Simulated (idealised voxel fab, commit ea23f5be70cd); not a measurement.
process module | voxel self aligned contacts
cross-section cut | 260 nm wide | cells 5 nm
A cross-section is a grid of square cells, given in bands from the top down. A band is one or more rows of cells.
Each band's line starts with the height of the band's top and of its bottom, in nm. Then come its materials from left to right, each with its width in nm. One material with "throughout" fills the band from edge to edge. "air" is empty space.
Height 0 is the level under which the wafer as received is all one material. The lowest band goes on downwards, as in "0 down".
A width such as "30 to 40" changes by the same amount from each row of cells to the next, from the band's top row to its bottom row.
"no change" after a step means that no cell of the cross-section changed.
closed voids: empty space of 8 cells or more with no open way to the top, each as width x height at its distance from the left edge, in nm
after a step's settings: what the simulator itself notes on the step
overlay nm, on a step with a mask: how far to the right of its planned place the mask lay; to the left if negative
plan
1 op RECEIVE | material Si
2 op OXIDIZE | depth nm 5
3 op DIRECTIONAL_DEP | material polySi | thk nm 30
4 op DIRECTIONAL_DEP | material SiN | thk nm 25
5 op PATTERN | tone cover | mask id GATE | material resist | width nm 25 | pitch nm 70 | thk nm 15 | overlay nm 0
6 op DIRECTIONAL_ETCH | etch materials SiN | depth nm 25
7 op DIRECTIONAL_ETCH | etch materials polySi | depth nm 30
8 op STRIP | etch materials resist
9 op CONFORMAL_DEP | material SiN | thk nm 10
10 op DIRECTIONAL_ETCH | etch materials SiN | depth nm 10
11 op FILL_DEP | material SiO2 | thk nm 15
12 op CMP | height nm 65
13 op MASKED_ETCH | tone open | mask id CONTACT | width nm 55 | pitch nm 70 | etch materials SiO2 | depth nm 70 | overlay nm 0
14 op CONFORMAL_DEP | material TiN | thk nm 5
15 op FILL_DEP | material W | thk nm 10
16 op CMP | height nm 65
17 op CONFORMAL_DEP | material SiN | thk nm 5
first wafer, as planned
as received, after step 1
  0 down: Si throughout
  closed voids: none
after step 2
  0 to -5: SiO2 throughout
  below -5: unchanged
after step 3
  30 to 0: polySi throughout
  below 0: unchanged
after step 4
  55 to 30: SiN throughout
  below 30: unchanged
after step 5
  70 to 55: air 45 | resist 25 | air 45 | resist 25 | air 45 | resist 25 | air 50
  below 55: unchanged
after step 6
  70 to 55: air 45 | resist 25 | air 45 | resist 25 | air 45 | resist 25 | air 50
  55 to 30: air 45 | SiN 25 | air 45 | SiN 25 | air 45 | SiN 25 | air 50
  below 30: unchanged
after step 7
  70 to 55: air 45 | resist 25 | air 45 | resist 25 | air 45 | resist 25 | air 50
  55 to 30: air 45 | SiN 25 | air 45 | SiN 25 | air 45 | SiN 25 | air 50
  30 to 0: air 45 | polySi 25 | air 45 | polySi 25 | air 45 | polySi 25 | air 50
  below 0: unchanged
after step 8
  55 to 30: air 45 | SiN 25 | air 45 | SiN 25 | air 45 | SiN 25 | air 50
  below 30: unchanged
after step 9
  65 to 30: air 35 | SiN 45 | air 25 | SiN 45 | air 25 | SiN 45 | air 40
  30 to 10: air 35 | SiN 10 | polySi 25 | SiN 10 | air 25 | SiN 10 | polySi 25 | SiN 10 | air 25 | SiN 10 | polySi 25 | SiN 10 | air 40
  10 to 0: SiN 45 | polySi 25 | SiN 45 | polySi 25 | SiN 45 | polySi 25 | SiN 50
  below 0: unchanged
after step 10
  55 to 30: air 35 | SiN 45 | air 25 | SiN 45 | air 25 | SiN 45 | air 40
  30 to 0: air 35 | SiN 10 | polySi 25 | SiN 10 | air 25 | SiN 10 | polySi 25 | SiN 10 | air 25 | SiN 10 | polySi 25 | SiN 10 | air 40
  below 0: unchanged
after step 11
  70 to 55: SiO2 throughout
  55 to 30: SiO2 35 | SiN 45 | SiO2 25 | SiN 45 | SiO2 25 | SiN 45 | SiO2 40
  30 to 0: SiO2 35 | SiN 10 | polySi 25 | SiN 10 | SiO2 25 | SiN 10 | polySi 25 | SiN 10 | SiO2 25 | SiN 10 | polySi 25 | SiN 10 | SiO2 40
  below 0: unchanged
after step 12
  65 to 55: SiO2 throughout
  below 55: unchanged
after step 13
  65 to 55: SiO2 65 | air 55 | SiO2 15 | air 55 | SiO2 70
  55 to 30: SiO2 35 | SiN 45 | air 25 | SiN 45 | air 25 | SiN 45 | SiO2 40
  30 to 0: SiO2 35 | SiN 10 | polySi 25 | SiN 10 | air 25 | SiN 10 | polySi 25 | SiN 10 | air 25 | SiN 10 | polySi 25 | SiN 10 | SiO2 40
  0 to -5: SiO2 80 | air 25 | SiO2 45 | air 25 | SiO2 85
  below -5: unchanged
after step 14
  70 to 65: TiN 70 | air 45 | TiN 25 | air 45 | TiN 75
  65 to 55: SiO2 65 | TiN 5 to 20 | air 45 to 15 | TiN 5 to 20 | SiO2 15 | TiN 5 to 20 | air 45 to 15 | TiN 5 to 20 | SiO2 70
  55 to 30: SiO2 35 | SiN 45 | TiN 5 | air 15 | TiN 5 | SiN 45 | TiN 5 | air 15 | TiN 5 | SiN 45 | SiO2 40
  30 to 0: SiO2 35 | SiN 10 | polySi 25 | SiN 10 | TiN 5 | air 15 | TiN 5 | SiN 10 | polySi 25 | SiN 10 | TiN 5 | air 15 | TiN 5 | SiN 10 | polySi 25 | SiN 10 | SiO2 40
  0 to -5: SiO2 80 | TiN 25 | SiO2 45 | TiN 25 | SiO2 85
  below -5: unchanged
after step 15
  80 to 70: W throughout
  70 to 65: TiN 70 | W 45 | TiN 25 | W 45 | TiN 75
  65 to 55: SiO2 65 | TiN 5 to 20 | W 45 to 15 | TiN 5 to 20 | SiO2 15 | TiN 5 to 20 | W 45 to 15 | TiN 5 to 20 | SiO2 70
  55 to 30: SiO2 35 | SiN 45 | TiN 5 | W 15 | TiN 5 | SiN 45 | TiN 5 | W 15 | TiN 5 | SiN 45 | SiO2 40
  30 to 0: SiO2 35 | SiN 10 | polySi 25 | SiN 10 | TiN 5 | W 15 | TiN 5 | SiN 10 | polySi 25 | SiN 10 | TiN 5 | W 15 | TiN 5 | SiN 10 | polySi 25 | SiN 10 | SiO2 40
  below 0: unchanged
after step 16
  65 to 55: SiO2 65 | TiN 5 to 20 | W 45 to 15 | TiN 5 to 20 | SiO2 15 | TiN 5 to 20 | W 45 to 15 | TiN 5 to 20 | SiO2 70
  below 55: unchanged
after step 17
  70 to 65: SiN throughout
  below 65: unchanged
second wafer: like start, like plan, one mistake. Through step 4 it matches the first wafer
when step 5 should have ended
  70 to 55: resist 45 | air 25 | resist 45 | air 25 | resist 45 | air 25 | resist 50
  below 55: unchanged
when step 6 should have ended
  70 to 55: resist 45 | air 25 | resist 45 | air 25 | resist 45 | air 25 | resist 50
  55 to 30: SiN 45 | air 25 | SiN 45 | air 25 | SiN 45 | air 25 | SiN 50
  below 30: unchanged
when step 7 should have ended
  70 to 55: resist 45 | air 25 | resist 45 | air 25 | resist 45 | air 25 | resist 50
  55 to 30: SiN 45 | air 25 | SiN 45 | air 25 | SiN 45 | air 25 | SiN 50
  30 to 0: polySi 45 | air 25 | polySi 45 | air 25 | polySi 45 | air 25 | polySi 50
  below 0: unchanged
when step 8 should have ended
  55 to 30: SiN 45 | air 25 | SiN 45 | air 25 | SiN 45 | air 25 | SiN 50
  below 30: unchanged
when step 9 should have ended
  65 to 30: SiN 55 | air 5 | SiN 65 | air 5 | SiN 65 | air 5 | SiN 60
  30 to 10: polySi 45 | SiN 10 | air 5 | SiN 10 | polySi 45 | SiN 10 | air 5 | SiN 10 | polySi 45 | SiN 10 | air 5 | SiN 10 | polySi 50
  10 to 0: polySi 45 | SiN 25 | polySi 45 | SiN 25 | polySi 45 | SiN 25 | polySi 50
  below 0: unchanged
when step 10 should have ended
  55 to 30: SiN 55 | air 5 | SiN 65 | air 5 | SiN 65 | air 5 | SiN 60
  30 to 0: polySi 45 | SiN 10 | air 5 | SiN 10 | polySi 45 | SiN 10 | air 5 | SiN 10 | polySi 45 | SiN 10 | air 5 | SiN 10 | polySi 50
  below 0: unchanged
when step 11 should have ended
  70 to 55: SiO2 throughout
  55 to 30: SiN 55 | SiO2 5 | SiN 65 | SiO2 5 | SiN 65 | SiO2 5 | SiN 60
  30 to 0: polySi 45 | SiN 10 | SiO2 5 | SiN 10 | polySi 45 | SiN 10 | SiO2 5 | SiN 10 | polySi 45 | SiN 10 | SiO2 5 | SiN 10 | polySi 50
  below 0: unchanged
when step 12 should have ended
  65 to 55: SiO2 throughout
  below 55: unchanged
when step 13 should have ended
  65 to 55: SiO2 65 | air 55 | SiO2 15 | air 55 | SiO2 70
  below 55: unchanged
when step 14 should have ended
  70 to 65: TiN 70 | air 45 | TiN 25 | air 45 | TiN 75
  65 to 60: SiO2 65 | TiN 5 | air 45 | TiN 5 | SiO2 15 | TiN 5 | air 45 | TiN 5 | SiO2 70
  60 to 55: SiO2 65 | TiN 55 | SiO2 15 | TiN 55 | SiO2 70
  below 55: unchanged
when step 15 should have ended
  80 to 70: W throughout
  70 to 65: TiN 70 | W 45 | TiN 25 | W 45 | TiN 75
  65 to 60: SiO2 65 | TiN 5 | W 45 | TiN 5 | SiO2 15 | TiN 5 | W 45 | TiN 5 | SiO2 70
  below 60: unchanged
when step 16 should have ended
  65 to 60: SiO2 65 | TiN 5 | W 45 | TiN 5 | SiO2 15 | TiN 5 | W 45 | TiN 5 | SiO2 70
  below 60: unchanged
when step 17 should have ended
  70 to 65: SiN throughout
  below 65: unchanged
what went wrong: step 5 ran as: op PATTERN | tone open | mask id GATE | material resist | width nm 25 | pitch nm 70 | thk nm 15 | overlay nm 0
at the end the second wafer has, in cells: 110 more of SiN | 122 fewer of SiO2 | 48 fewer of TiN | 72 fewer of W | 132 more of polySi
